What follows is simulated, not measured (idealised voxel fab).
process module | voxel self aligned vias
cross-section cut | 240 nm wide | cells 5 nm
A cross-section is a grid of square cells, given in bands from the top down. A band is one or more rows of cells.
Each band's line starts with the height of the band's top and of its bottom, in nm. Then come its materials from left to right, each with its width in nm. One material with "throughout" fills the band from edge to edge. "air" is empty space.
Height 0 is the level under which the wafer as received is all one material. The lowest band goes on downwards, as in "0 down".
A width such as "30 to 40" changes by the same amount from each row of cells to the next, from the band's top row to its bottom row.
"no change" after a step means that no cell of the cross-section changed.
closed voids: empty space of 8 cells or more with no open way to the top, each as width x height at its distance from the left edge, in nm
after a step's settings: what the simulator itself notes on the step
overlay nm, on a step with a mask: how far to the right of its planned place the mask lay; to the left if negative
plan
1 op RECEIVE | material Si
2 op CONFORMAL_DEP | material SiO2 | thk nm 15
3 op CONFORMAL_DEP | material SiCN | thk nm 5
4 op DIRECTIONAL_DEP | material lowk | thk nm 25
5 op DIRECTIONAL_DEP | material aC | thk nm 15
6 op PATTERN | tone open | mask id LINES | material resist | width nm 25 | pitch nm 65 | thk nm 35 | overlay nm 0
7 op DIRECTIONAL_ETCH | etch materials aC | depth nm 15
8 op STRIP | etch materials resist
9 op DIRECTIONAL_ETCH | etch materials lowk | depth nm 25
10 op STRIP | etch materials aC
11 op CONFORMAL_DEP | material TiN | thk nm 5
12 op FILL_DEP | material W | thk nm 5
13 op CMP | height nm 45
14 op SELECTIVE_ETCH | etch materials W Ru TiN | depth nm 10
15 op FILL_DEP | material SiN | thk nm 5
16 op CMP | height nm 45
17 op DIRECTIONAL_DEP | material lowk | thk nm 15
18 op MASKED_ETCH | tone open | mask id VIAS | width nm 35 | pitch nm 130 | etch materials lowk | depth nm 15 | overlay nm 0
19 op MASKED_ETCH | tone open | mask id VIAS | width nm 35 | pitch nm 130 | etch materials SiN | depth nm 10 | overlay nm 0
20 op CONFORMAL_DEP | material TiN | thk nm 5
21 op FILL_DEP | material Cu | thk nm 5
22 op CMP | height nm 60
23 op CONFORMAL_DEP | material SiCN | thk nm 5
first wafer, as planned
as received, after step 1
  0 down: Si throughout
  closed voids: none
after step 2
  15 to 0: SiO2 throughout
  below 0: unchanged
after step 3
  20 to 15: SiCN throughout
  below 15: unchanged
after step 4
  45 to 20: lowk throughout
  below 20: unchanged
after step 5
  60 to 45: aC throughout
  below 45: unchanged
after step 6
  95 to 60: resist 40 | air 25 | resist 40 | air 25 | resist 40 | air 25 | resist 45
  below 60: unchanged
after step 7
  80 to 60: resist 40 | air 25 | resist 40 | air 25 | resist 40 | air 25 | resist 45
  60 to 45: aC 40 | air 25 | aC 40 | air 25 | aC 40 | air 25 | aC 45
  below 45: unchanged
after step 8
  60 to 45: aC 40 | air 25 | aC 40 | air 25 | aC 40 | air 25 | aC 45
  below 45: unchanged
after step 9
  60 to 45: aC 40 | air 25 | aC 40 | air 25 | aC 40 | air 25 | aC 45
  45 to 20: lowk 40 | air 25 | lowk 40 | air 25 | lowk 40 | air 25 | lowk 45
  below 20: unchanged
after step 10
  45 to 20: lowk 40 | air 25 | lowk 40 | air 25 | lowk 40 | air 25 | lowk 45
  below 20: unchanged
after step 11
  50 to 45: TiN 45 | air 15 | TiN 50 | air 15 | TiN 50 | air 15 | TiN 50
  45 to 25: lowk 40 | TiN 5 | air 15 | TiN 5 | lowk 40 | TiN 5 | air 15 | TiN 5 | lowk 40 | TiN 5 | air 15 | TiN 5 | lowk 45
  25 to 20: lowk 40 | TiN 25 | lowk 40 | TiN 25 | lowk 40 | TiN 25 | lowk 45
  below 20: unchanged
after step 12
  55 to 50: W throughout
  50 to 45: TiN 45 | W 15 | TiN 50 | W 15 | TiN 50 | W 15 | TiN 50
  45 to 25: lowk 40 | TiN 5 | W 15 | TiN 5 | lowk 40 | TiN 5 | W 15 | TiN 5 | lowk 40 | TiN 5 | W 15 | TiN 5 | lowk 45
  below 25: unchanged
after step 13
  45 to 25: lowk 40 | TiN 5 | W 15 | TiN 5 | lowk 40 | TiN 5 | W 15 | TiN 5 | lowk 40 | TiN 5 | W 15 | TiN 5 | lowk 45
  below 25: unchanged
after step 14
  45 to 35: lowk 40 | air 25 | lowk 40 | air 25 | lowk 40 | air 25 | lowk 45
  below 35: unchanged
after step 15
  50 to 45: SiN throughout
  45 to 35: lowk 40 | SiN 25 | lowk 40 | SiN 25 | lowk 40 | SiN 25 | lowk 45
  below 35: unchanged
after step 16
  45 to 35: lowk 40 | SiN 25 | lowk 40 | SiN 25 | lowk 40 | SiN 25 | lowk 45
  below 35: unchanged
after step 17
  60 to 45: lowk throughout
  below 45: unchanged
after step 18
  60 to 45: lowk 35 | air 35 | lowk 95 | air 35 | lowk 40
  below 45: unchanged
after step 19
  60 to 45: lowk 35 | air 35 | lowk 95 | air 35 | lowk 40
  45 to 35: lowk 40 | air 25 | lowk 40 | SiN 25 | lowk 40 | air 25 | lowk 45
  below 35: unchanged
after step 20
  65 to 60: TiN 40 | air 25 | TiN 105 | air 25 | TiN 45
  60 to 50: lowk 35 | TiN 5 | air 25 | TiN 5 | lowk 95 | TiN 5 | air 25 | TiN 5 | lowk 40
  50 to 45: lowk 35 | TiN 10 | air 15 | TiN 10 | lowk 95 | TiN 10 | air 15 | TiN 10 | lowk 40
  45 to 40: lowk 40 | TiN 5 | air 15 | TiN 5 | lowk 40 | SiN 25 | lowk 40 | TiN 5 | air 15 | TiN 5 | lowk 45
  40 to 35: lowk 40 | TiN 25 | lowk 40 | SiN 25 | lowk 40 | TiN 25 | lowk 45
  below 35: unchanged
after step 21
  70 to 65: Cu throughout
  65 to 60: TiN 40 | Cu 25 | TiN 105 | Cu 25 | TiN 45
  60 to 50: lowk 35 | TiN 5 | Cu 25 | TiN 5 | lowk 95 | TiN 5 | Cu 25 | TiN 5 | lowk 40
  50 to 45: lowk 35 | TiN 10 | Cu 15 | TiN 10 | lowk 95 | TiN 10 | Cu 15 | TiN 10 | lowk 40
  45 to 40: lowk 40 | TiN 5 | Cu 15 | TiN 5 | lowk 40 | SiN 25 | lowk 40 | TiN 5 | Cu 15 | TiN 5 | lowk 45
  below 40: unchanged
after step 22
  60 to 50: lowk 35 | TiN 5 | Cu 25 | TiN 5 | lowk 95 | TiN 5 | Cu 25 | TiN 5 | lowk 40
  below 50: unchanged
after step 23
  65 to 60: SiCN throughout
  below 60: unchanged
second wafer: like start, like plan, one mistake. Through step 1 it matches the first wafer
when step 2 should have ended
  5 to 0: SiCN throughout
  below 0: unchanged
when step 3 should have ended
  20 to 5: SiO2 throughout
  below 5: unchanged
when step 4 should have ended
  45 to 20: lowk throughout
  below 20: unchanged
when step 5 should have ended
  60 to 45: aC throughout
  below 45: unchanged
when step 6 should have ended
  95 to 60: resist 40 | air 25 | resist 40 | air 25 | resist 40 | air 25 | resist 45
  below 60: unchanged
when step 7 should have ended
  80 to 60: resist 40 | air 25 | resist 40 | air 25 | resist 40 | air 25 | resist 45
  60 to 45: aC 40 | air 25 | aC 40 | air 25 | aC 40 | air 25 | aC 45
  below 45: unchanged
when step 8 should have ended
  60 to 45: aC 40 | air 25 | aC 40 | air 25 | aC 40 | air 25 | aC 45
  below 45: unchanged
when step 9 should have ended
  60 to 45: aC 40 | air 25 | aC 40 | air 25 | aC 40 | air 25 | aC 45
  45 to 20: lowk 40 | air 25 | lowk 40 | air 25 | lowk 40 | air 25 | lowk 45
  below 20: unchanged
when step 10 should have ended
  45 to 20: lowk 40 | air 25 | lowk 40 | air 25 | lowk 40 | air 25 | lowk 45
  below 20: unchanged
when step 11 should have ended
  50 to 45: TiN 45 | air 15 | TiN 50 | air 15 | TiN 50 | air 15 | TiN 50
  45 to 25: lowk 40 | TiN 5 | air 15 | TiN 5 | lowk 40 | TiN 5 | air 15 | TiN 5 | lowk 40 | TiN 5 | air 15 | TiN 5 | lowk 45
  25 to 20: lowk 40 | TiN 25 | lowk 40 | TiN 25 | lowk 40 | TiN 25 | lowk 45
  below 20: unchanged
when step 12 should have ended
  55 to 50: W throughout
  50 to 45: TiN 45 | W 15 | TiN 50 | W 15 | TiN 50 | W 15 | TiN 50
  45 to 25: lowk 40 | TiN 5 | W 15 | TiN 5 | lowk 40 | TiN 5 | W 15 | TiN 5 | lowk 40 | TiN 5 | W 15 | TiN 5 | lowk 45
  below 25: unchanged
when step 13 should have ended
  45 to 25: lowk 40 | TiN 5 | W 15 | TiN 5 | lowk 40 | TiN 5 | W 15 | TiN 5 | lowk 40 | TiN 5 | W 15 | TiN 5 | lowk 45
  below 25: unchanged
when step 14 should have ended
  45 to 35: lowk 40 | air 25 | lowk 40 | air 25 | lowk 40 | air 25 | lowk 45
  below 35: unchanged
when step 15 should have ended
  50 to 45: SiN throughout
  45 to 35: lowk 40 | SiN 25 | lowk 40 | SiN 25 | lowk 40 | SiN 25 | lowk 45
  below 35: unchanged
when step 16 should have ended
  45 to 35: lowk 40 | SiN 25 | lowk 40 | SiN 25 | lowk 40 | SiN 25 | lowk 45
  below 35: unchanged
when step 17 should have ended
  60 to 45: lowk throughout
  below 45: unchanged
when step 18 should have ended
  60 to 45: lowk 35 | air 35 | lowk 95 | air 35 | lowk 40
  below 45: unchanged
when step 19 should have ended
  60 to 45: lowk 35 | air 35 | lowk 95 | air 35 | lowk 40
  45 to 35: lowk 40 | air 25 | lowk 40 | SiN 25 | lowk 40 | air 25 | lowk 45
  below 35: unchanged
when step 20 should have ended
  65 to 60: TiN 40 | air 25 | TiN 105 | air 25 | TiN 45
  60 to 50: lowk 35 | TiN 5 | air 25 | TiN 5 | lowk 95 | TiN 5 | air 25 | TiN 5 | lowk 40
  50 to 45: lowk 35 | TiN 10 | air 15 | TiN 10 | lowk 95 | TiN 10 | air 15 | TiN 10 | lowk 40
  45 to 40: lowk 40 | TiN 5 | air 15 | TiN 5 | lowk 40 | SiN 25 | lowk 40 | TiN 5 | air 15 | TiN 5 | lowk 45
  40 to 35: lowk 40 | TiN 25 | lowk 40 | SiN 25 | lowk 40 | TiN 25 | lowk 45
  below 35: unchanged
when step 21 should have ended
  70 to 65: Cu throughout
  65 to 60: TiN 40 | Cu 25 | TiN 105 | Cu 25 | TiN 45
  60 to 50: lowk 35 | TiN 5 | Cu 25 | TiN 5 | lowk 95 | TiN 5 | Cu 25 | TiN 5 | lowk 40
  50 to 45: lowk 35 | TiN 10 | Cu 15 | TiN 10 | lowk 95 | TiN 10 | Cu 15 | TiN 10 | lowk 40
  45 to 40: lowk 40 | TiN 5 | Cu 15 | TiN 5 | lowk 40 | SiN 25 | lowk 40 | TiN 5 | Cu 15 | TiN 5 | lowk 45
  below 40: unchanged
when step 22 should have ended
  60 to 50: lowk 35 | TiN 5 | Cu 25 | TiN 5 | lowk 95 | TiN 5 | Cu 25 | TiN 5 | lowk 40
  below 50: unchanged
when step 23 should have ended
  65 to 60: SiCN throughout
  below 60: unchanged
what went wrong: steps 2 and 3 were swapped
at the end the second wafer has, in cells: as many of each material as the first, in other places
